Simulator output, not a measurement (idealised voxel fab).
Process module under the name voxel transistor to metal
Square cell edge 5 nm, section width 295 nm, ID cut.
Square cells in a grid make up a cross-section in this document, and the grid is given as bands, listed from the top down, each one or more rows of cells.
First you get the band's top height and its bottom height, in nm, and then the materials it's made of, left to right, with each width in nm. If you see a single material with "all across", that one covers the band edge to edge. "air" is empty space.
Heights from 0 (as-received wafer is one material below). Bottom band endless downward, as "0 down".
When a width is written as two numbers, as in "30->40", the first number is the width in the top row of cells of the band and the second is the width in its bottom row, and the width changes by the same amount from each row to the next.
You'll sometimes find "no change occurred" written for a step, and that's the way of saying that nowhere in the cross-section did a cell change during that step.
The label "Voids, enclosed" introduces a list of the empty spaces, 8 cells or larger, that have no open way up to the top; each entry in it reads width x height at distance, where the distance is taken from the left edge and all three are stated in nm.
It should be noted that, on the line of a given step, the content following the step's settings is a remark produced by the simulator itself with respect to that step.
overlay nm: mask right of planned place by this much (step with mask). Neg. = left.

Listed below are the process steps as planned
step 1: op RECEIVE | material Si
step 2: op CONFORMAL_DEP | material SiO2 | thk nm 5
step 3: op CONFORMAL_DEP | material SiN | thk nm 15
step 4: op PATTERN | tone cover | mask id ACTIVE | material resist | width nm 105 | pitch nm 130 | thk nm 20 | overlay nm 0
step 5: op DIRECTIONAL_ETCH | etch materials SiN | depth nm 15
step 6: op DIRECTIONAL_ETCH | etch materials SiO2 | depth nm 5
step 7: op DIRECTIONAL_ETCH | etch materials Si | depth nm 30
step 8: op STRIP | etch materials resist
step 9: op OXIDIZE | depth nm 5
step 10: op FILL_DEP | material SiO2 | thk nm 15
step 11: op CMP | height nm 20
step 12: op SELECTIVE_ETCH | etch materials SiO2 | depth nm 15
step 13: op STRIP | etch materials SiN
step 14: op SELECTIVE_ETCH | etch materials SiO2 | depth nm 5
step 15: op OXIDIZE | depth nm 5
step 16: op DIRECTIONAL_DEP | material polySi | thk nm 25
step 17: op DIRECTIONAL_DEP | material SiCN | thk nm 15
step 18: op DIRECTIONAL_DEP | material aC | thk nm 10
step 19: op PATTERN | tone cover | mask id GATE | material resist | width nm 25 | pitch nm 130 | thk nm 25 | overlay nm 0
step 20: op DIRECTIONAL_ETCH | etch materials aC | depth nm 10
step 21: op STRIP | etch materials resist
step 22: op DIRECTIONAL_ETCH | etch materials SiCN | depth nm 25
step 23: op DIRECTIONAL_ETCH | etch materials polySi | depth nm 35
step 24: op STRIP | etch materials aC
step 25: op CONFORMAL_DEP | material SiN | thk nm 5
step 26: op DIRECTIONAL_ETCH | etch materials SiN | depth nm 5
step 27: op DIRECTIONAL_ETCH | etch materials SiO2 | depth nm 5
step 28: op DIRECTIONAL_ETCH | etch materials Si | depth nm 10
step 29: op EPI | material nSi | thk nm 15
step 30: op FILL_DEP | material SiO2 | thk nm 5
step 31: op CMP | height nm 40
step 32: op DIRECTIONAL_DEP | material SiO2 | thk nm 10
step 33: op PATTERN | tone open | mask id CONTACT | material resist | width nm 30 | pitch nm 65 | thk nm 15 | overlay nm 0
step 34: op DIRECTIONAL_ETCH | etch materials SiO2 | depth nm 50
step 35: op STRIP | etch materials resist
step 36: op CONFORMAL_DEP | material TiN | thk nm 5
step 37: op FILL_DEP | material W | thk nm 5
step 38: op CMP | height nm 50
step 39: op DIRECTIONAL_DEP | material TiN | thk nm 5
step 40: op DIRECTIONAL_DEP | material Ru | thk nm 15
step 41: op MASKED_ETCH | tone cover | mask id METAL_1 | width nm 15 | etch materials Ru | depth nm 15 | overlay nm 0
step 42: op MASKED_ETCH | tone cover | mask id METAL_1 | width nm 15 | etch materials TiN | depth nm 5 | overlay nm 0
step 43: op CONFORMAL_DEP | material SiN | thk nm 5
step 44: op FILL_DEP | material SiO2 | thk nm 5
step 45: op CMP | height nm 70
step 46: op CONFORMAL_DEP | material SiCN | thk nm 5
step 47: op DIRECTIONAL_DEP | material SiO2 | thk nm 25
step 48: op DIRECTIONAL_DEP | material aC | thk nm 10
step 49: op PATTERN | tone open | mask id METAL_2 | material resist | width nm 15 | pitch nm 130 | thk nm 30 | overlay nm 0
step 50: op DIRECTIONAL_ETCH | etch materials aC | depth nm 10
step 51: op STRIP | etch materials resist
step 52: op DIRECTIONAL_ETCH | etch materials SiO2 | depth nm 15
step 53: op STRIP | etch materials aC
step 54: op MASKED_ETCH | tone open | mask id METAL_2_HOLES | width nm 15 | pitch nm 130 | etch materials SiO2 | depth nm 10 | overlay nm 0
step 55: op MASKED_ETCH | tone open | mask id METAL_2_HOLES | width nm 15 | pitch nm 130 | etch materials SiCN | depth nm 5 | overlay nm 0
step 56: op CONFORMAL_DEP | material TiN | thk nm 5
step 57: op FILL_DEP | material Ru | thk nm 10
step 58: op CMP | height nm 100
step 59: op CONFORMAL_DEP | material SiN | thk nm 5

Cross-section of the wafer at receipt, which is the condition after step 1
> 0 down = Si all across
> Voids, enclosed: none

Cross-section: first of two wafers, module finished, run according to plan
> 105 to 100 = SiN all across
> 100 to 75 = SiO2 35 nm; TiN 5 nm; Ru 5 nm; TiN 5 nm; SiO2 115 nm; TiN 5 nm; Ru 5 nm; TiN 5 nm; SiO2 115 nm
> 75 to 70 = SiCN 35 nm; TiN 15 nm; SiCN 115 nm; TiN 15 nm; SiCN 115 nm
> 70 to 55 = SiO2 30 nm; SiN 5 nm; Ru 15 nm; SiN 5 nm; SiO2 55 nm; SiN 5 nm; Ru 15 nm; SiN 5 nm; SiO2 25 nm; SiN 5 nm; Ru 15 nm; SiN 5 nm; SiO2 55 nm; SiN 5 nm; Ru 15 nm; SiN 5 nm; SiO2 30 nm
> 55 to 50 = SiN 35 nm; TiN 15 nm; SiN 65 nm; TiN 15 nm; SiN 35 nm; TiN 15 nm; SiN 65 nm; TiN 15 nm; SiN 35 nm
> 50 to 40 = SiO2 35 nm; TiN 5 nm; W 20 nm; TiN 5 nm; SiO2 35 nm; TiN 5 nm; W 20 nm; TiN 5 nm; SiO2 35 nm; TiN 5 nm; W 20 nm; TiN 5 nm; SiO2 35 nm; TiN 5 nm; W 20 nm; TiN 5 nm; SiO2 35 nm
> 40 to 25 = SiO2 35 nm; TiN 5 nm; W 20 nm; TiN 5 nm; SiN 5 nm; SiCN 25 nm; SiN 5 nm; TiN 5 nm; W 20 nm; TiN 5 nm; SiO2 35 nm; TiN 5 nm; W 20 nm; TiN 5 nm; SiN 5 nm; SiCN 25 nm; SiN 5 nm; TiN 5 nm; W 20 nm; TiN 5 nm; SiO2 35 nm
> 25 to 15 = SiO2 35 nm; TiN 5 nm; W 20 nm; TiN 5 nm; SiN 5 nm; polySi 25 nm; SiN 5 nm; TiN 5 nm; W 20 nm; TiN 5 nm; SiO2 35 nm; TiN 5 nm; W 20 nm; TiN 5 nm; SiN 5 nm; polySi 25 nm; SiN 5 nm; TiN 5 nm; W 20 nm; TiN 5 nm; SiO2 35 nm
> 15 to 10 = SiO2 35 nm; TiN 5 nm; W 5 nm; TiN 20 nm; SiN 5 nm; polySi 25 nm; SiN 5 nm; TiN 20 nm; W 5 nm; TiN 5 nm; SiO2 35 nm; TiN 5 nm; W 5 nm; TiN 20 nm; SiN 5 nm; polySi 25 nm; SiN 5 nm; TiN 20 nm; W 5 nm; TiN 5 nm; SiO2 35 nm
> 10 to 5 = SiO2 35 nm; TiN 5 nm; W 5 nm; TiN 5 nm; nSi 15 nm; SiN 5 nm; polySi 25 nm; SiN 5 nm; nSi 15 nm; TiN 5 nm; W 5 nm; TiN 5 nm; SiO2 35 nm; TiN 5 nm; W 5 nm; TiN 5 nm; nSi 15 nm; SiN 5 nm; polySi 25 nm; SiN 5 nm; nSi 15 nm; TiN 5 nm; W 5 nm; TiN 5 nm; SiO2 35 nm
> 5 to 0 = SiO2 35 nm; TiN 15 nm; nSi 15 nm; SiN 5 nm; polySi 25 nm; SiN 5 nm; nSi 15 nm; TiN 15 nm; SiO2 35 nm; TiN 15 nm; nSi 15 nm; SiN 5 nm; polySi 25 nm; SiN 5 nm; nSi 15 nm; TiN 15 nm; SiO2 35 nm
> 0 to -5 = SiO2 30 nm; nSi 35 nm; SiO2 35 nm; nSi 35 nm; SiO2 25 nm; nSi 35 nm; SiO2 35 nm; nSi 35 nm; SiO2 30 nm
> -5 to -15 = SiO2 35 nm; nSi 30 nm; Si 35 nm; nSi 30 nm; SiO2 35 nm; nSi 30 nm; Si 35 nm; nSi 30 nm; SiO2 35 nm
> -15 to -35 = SiO2 35 nm; Si 95 nm; SiO2 35 nm; Si 95 nm; SiO2 35 nm
> -35 down = Si all across
> Voids, enclosed: none

Wafer two cross-section, module end. Start and plan unchanged from wafer one; one mistake made during the run
> 105 to 100 = SiN all across
> 100 to 75 = SiO2 35 nm; TiN 5 nm; Ru 5 nm; TiN 5 nm; SiO2 115 nm; TiN 5 nm; Ru 5 nm; TiN 5 nm; SiO2 115 nm
> 75 to 70 = SiCN 35 nm; TiN 15 nm; SiCN 115 nm; TiN 15 nm; SiCN 115 nm
> 70 to 55 = SiO2 30 nm; SiN 5 nm; Ru 15 nm; SiN 5 nm; SiO2 55 nm; SiN 5 nm; Ru 15 nm; SiN 5 nm; SiO2 25 nm; SiN 5 nm; Ru 15 nm; SiN 5 nm; SiO2 55 nm; SiN 5 nm; Ru 15 nm; SiN 5 nm; SiO2 30 nm
> 55 to 50 = SiN 35 nm; TiN 15 nm; SiN 65 nm; TiN 15 nm; SiN 35 nm; TiN 15 nm; SiN 65 nm; TiN 15 nm; SiN 35 nm
> 50 to 40 = SiO2 35 nm; TiN 5 nm; W 20 nm; TiN 5 nm; SiO2 35 nm; TiN 5 nm; W 20 nm; TiN 5 nm; SiO2 35 nm; TiN 5 nm; W 20 nm; TiN 5 nm; SiO2 35 nm; TiN 5 nm; W 20 nm; TiN 5 nm; SiO2 35 nm
> 40 to 25 = SiO2 35 nm; TiN 5 nm; W 20 nm; TiN 5 nm; SiN 5 nm; SiCN 25 nm; SiN 5 nm; TiN 5 nm; W 20 nm; TiN 5 nm; SiO2 35 nm; TiN 5 nm; W 20 nm; TiN 5 nm; SiN 5 nm; SiCN 25 nm; SiN 5 nm; TiN 5 nm; W 20 nm; TiN 5 nm; SiO2 35 nm
> 25 to 15 = SiO2 35 nm; TiN 5 nm; W 20 nm; TiN 5 nm; SiN 5 nm; polySi 25 nm; SiN 5 nm; TiN 5 nm; W 20 nm; TiN 5 nm; SiO2 35 nm; TiN 5 nm; W 20 nm; TiN 5 nm; SiN 5 nm; polySi 25 nm; SiN 5 nm; TiN 5 nm; W 20 nm; TiN 5 nm; SiO2 35 nm
> 15 to 10 = SiO2 35 nm; TiN 5 nm; W 5 nm; TiN 20 nm; SiN 5 nm; polySi 25 nm; SiN 5 nm; TiN 20 nm; W 5 nm; TiN 5 nm; SiO2 35 nm; TiN 5 nm; W 5 nm; TiN 20 nm; SiN 5 nm; polySi 25 nm; SiN 5 nm; TiN 20 nm; W 5 nm; TiN 5 nm; SiO2 35 nm
> 10 to 5 = SiO2 35 nm; TiN 15 nm; nSi 15 nm; SiN 5 nm; polySi 25 nm; SiN 5 nm; nSi 15 nm; TiN 15 nm; SiO2 35 nm; TiN 15 nm; nSi 15 nm; SiN 5 nm; polySi 25 nm; SiN 5 nm; nSi 15 nm; TiN 15 nm; SiO2 35 nm
> 5 to 0 = SiO2 30 nm; nSi 35 nm; SiN 5 nm; polySi 25 nm; SiN 5 nm; nSi 35 nm; SiO2 25 nm; nSi 35 nm; SiN 5 nm; polySi 25 nm; SiN 5 nm; nSi 35 nm; SiO2 30 nm
> 0 to -5 = SiO2 25 nm; SiN 10 nm; nSi 30 nm; SiO2 35 nm; nSi 30 nm; SiN 10 nm; SiO2 15 nm; SiN 10 nm; nSi 30 nm; SiO2 35 nm; nSi 30 nm; SiN 10 nm; SiO2 25 nm
> -5 to -10 = SiO2 40 nm; nSi 25 nm; Si 35 nm; nSi 25 nm; SiO2 45 nm; nSi 25 nm; Si 35 nm; nSi 25 nm; SiO2 40 nm
> -10 to -15 = SiO2 35 nm; Si 5 nm; nSi 25 nm; Si 35 nm; nSi 25 nm; Si 5 nm; SiO2 35 nm; Si 5 nm; nSi 25 nm; Si 35 nm; nSi 25 nm; Si 5 nm; SiO2 35 nm
> -15 to -35 = SiO2 35 nm; Si 95 nm; SiO2 35 nm; Si 95 nm; SiO2 35 nm
> -35 down = Si all across
> Voids, enclosed: none
Which mistake was made when the wafer was run? step 2 of the plan got skipped, so it never ran
Count the cells at the end and the second wafer has more or fewer of some materials than the first: Si +4, SiN +8, SiO2 -4, TiN -8, W -4, nSi +4
